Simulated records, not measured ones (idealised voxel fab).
Herein follows the process module entitled voxel capacitor over wiring.
FYI the section here is cut, 290 nm wide, cells are 5 nm squares.
The cross-sections in this document take the form of a grid made of square cells. They are written out as bands, in order from top to bottom. Each band consists of one or more rows of cells. In this notation a band is specified by the heights of its top and bottom, in that order and in nm, after which its materials appear from left to right, each paired with its width in nm. The word "edge to edge" attached to a single material means that material fills the band from edge to edge; the word "air" stands for empty space. Height 0 is the level under which the wafer as received is all one material. The lowest band goes on downwards, as in "top 0, no bottom". A width such as "30 to 40" changes by the same amount from each row of cells to the next, from the band's top row to its bottom row. The cross-section has no changed cell in any step marked "no change occurred". "Non-vented voids" specifies each empty space that is not open to the top and that occupies no fewer than 8 cells, using the form width x height at distance, the distance measured from the left edge and all three quantities in nm. If you see something after the settings on a step's line, that's the simulator's own remark about that step. overlay nm: where the mask lay relative to plan, measured to the right, on steps with a mask; negatives go left.
So here's the lineup of process steps we planned:
- 1: op RECEIVE | material Si
- 2: op CONFORMAL_DEP | material SiO2 | thk nm 15
- 3: op DIRECTIONAL_DEP | material TiN | thk nm 5
- 4: op DIRECTIONAL_DEP | material Ru | thk nm 20
- 5: op DIRECTIONAL_DEP | material aC | thk nm 15
- 6: op PATTERN | tone cover | mask id METAL_1 | material resist | width nm 30 | pitch nm 95 | thk nm 35 | overlay nm 0
- 7: op DIRECTIONAL_ETCH | etch materials aC | depth nm 15
- 8: op STRIP | etch materials resist
- 9: op DIRECTIONAL_ETCH | etch materials Ru | depth nm 20
- 10: op DIRECTIONAL_ETCH | etch materials TiN | depth nm 5
- 11: op STRIP | etch materials aC
- 12: op FILL_DEP | material lowk | thk nm 5
- 13: op CMP | height nm 40
- 14: op CONFORMAL_DEP | material SiCN | thk nm 5
- 15: op DIRECTIONAL_DEP | material SiO2 | thk nm 15
- 16: op DIRECTIONAL_DEP | material aC | thk nm 10
- 17: op PATTERN | tone open | mask id PLUG_1 | material resist | width nm 15 | thk nm 25 | overlay nm 0
- 18: op DIRECTIONAL_ETCH | etch materials aC | depth nm 10
- 19: op STRIP | etch materials resist
- 20: op DIRECTIONAL_ETCH | etch materials SiO2 | depth nm 15
- 21: op DIRECTIONAL_ETCH | etch materials SiCN | depth nm 5
- 22: op STRIP | etch materials aC
- 23: op CONFORMAL_DEP | material TiN | thk nm 5
- 24: op FILL_DEP | material Cu | thk nm 10
- 25: op CMP | height nm 60
- 26: op DIRECTIONAL_DEP | material TiN | thk nm 10
- 27: op DIRECTIONAL_DEP | material Al2O3 | thk nm 5
- 28: op DIRECTIONAL_DEP | material TiN | thk nm 10
- 29: op PATTERN | tone cover | mask id UPPER_PLATE | material resist | width nm 70 | thk nm 15 | overlay nm 0
- 30: op DIRECTIONAL_ETCH | etch materials TiN | depth nm 10
- 31: op DIRECTIONAL_ETCH | etch materials Al2O3 | depth nm 5
- 32: op STRIP | etch materials resist
- 33: op MASKED_ETCH | tone cover | mask id LOWER_PLATE | width nm 80 | etch materials TiN | depth nm 10 | overlay nm 0
- 34: op FILL_DEP | material SiO2 | thk nm 20
- 35: op CMP | height nm 100
- 36: op MASKED_ETCH | tone open | mask id PLUG_2 | width nm 15 | etch materials SiO2 | depth nm 15 | overlay nm 0
- 37: op CONFORMAL_DEP | material TiN | thk nm 5
- 38: op FILL_DEP | material W | thk nm 10
- 39: op CMP | height nm 100
- 40: op CONFORMAL_DEP | material SiN | thk nm 5
Wafer at receipt (post step 1), cross-section:
* top 0, no bottom  Si edge to edge
* Non-vented voids: none
Sectioned view, first of two wafers, at the close of the module, processed as intended in the plan:
* top 105, bottom 100  SiN edge to edge
* top 100, bottom 90  105 of SiO2; 5 of TiN; 5 of W; 5 of TiN; 170 of SiO2
* top 90, bottom 85  105 of SiO2; 15 of TiN; 170 of SiO2
* top 85, bottom 75  95 of SiO2; 70 of TiN; 125 of SiO2
* top 75, bottom 70  95 of SiO2; 70 of Al2O3; 125 of SiO2
* top 70, bottom 60  90 of SiO2; 80 of TiN; 120 of SiO2
* top 60, bottom 45  95 of SiO2; 5 of TiN; 5 of Cu; 5 of TiN; 180 of SiO2
* top 45, bottom 40  95 of SiCN; 15 of TiN; 180 of SiCN
* top 40, bottom 20  80 of lowk; 30 of Ru; 65 of lowk; 30 of Ru; 85 of lowk
* top 20, bottom 15  80 of lowk; 30 of TiN; 65 of lowk; 30 of TiN; 85 of lowk
* top 15, bottom 0  SiO2 edge to edge
* top 0, no bottom  Si edge to edge
* Non-vented voids: none
second wafer at the end: like start, like plan, one mistake:
* top 105, bottom 100  SiN edge to edge
* top 100, bottom 90  105 of SiO2; 5 of TiN; 5 of W; 5 of TiN; 170 of SiO2
* top 90, bottom 85  105 of SiO2; 15 of TiN; 170 of SiO2
* top 85, bottom 75  95 of SiO2; 70 of TiN; 125 of SiO2
* top 75, bottom 70  95 of SiO2; 70 of Al2O3; 125 of SiO2
* top 70, bottom 60  90 of SiO2; 80 of TiN; 120 of SiO2
* top 60, bottom 55  95 of SiCN; 15 of TiN; 180 of SiCN
* top 55, bottom 40  SiO2 edge to edge
* top 40, bottom 20  80 of lowk; 30 of Ru; 65 of lowk; 30 of Ru; 85 of lowk
* top 20, bottom 15  80 of lowk; 30 of TiN; 65 of lowk; 30 of TiN; 85 of lowk
* top 15, bottom 0  SiO2 edge to edge
* top 0, no bottom  Si edge to edge
* Non-vented voids: none
Processing error: contrary to the plan, steps 14 and 15 were processed in exchanged order
at the end the second wafer has, in cells: Cu: 3 fewer | SiO2: 9 more | TiN: 6 fewer
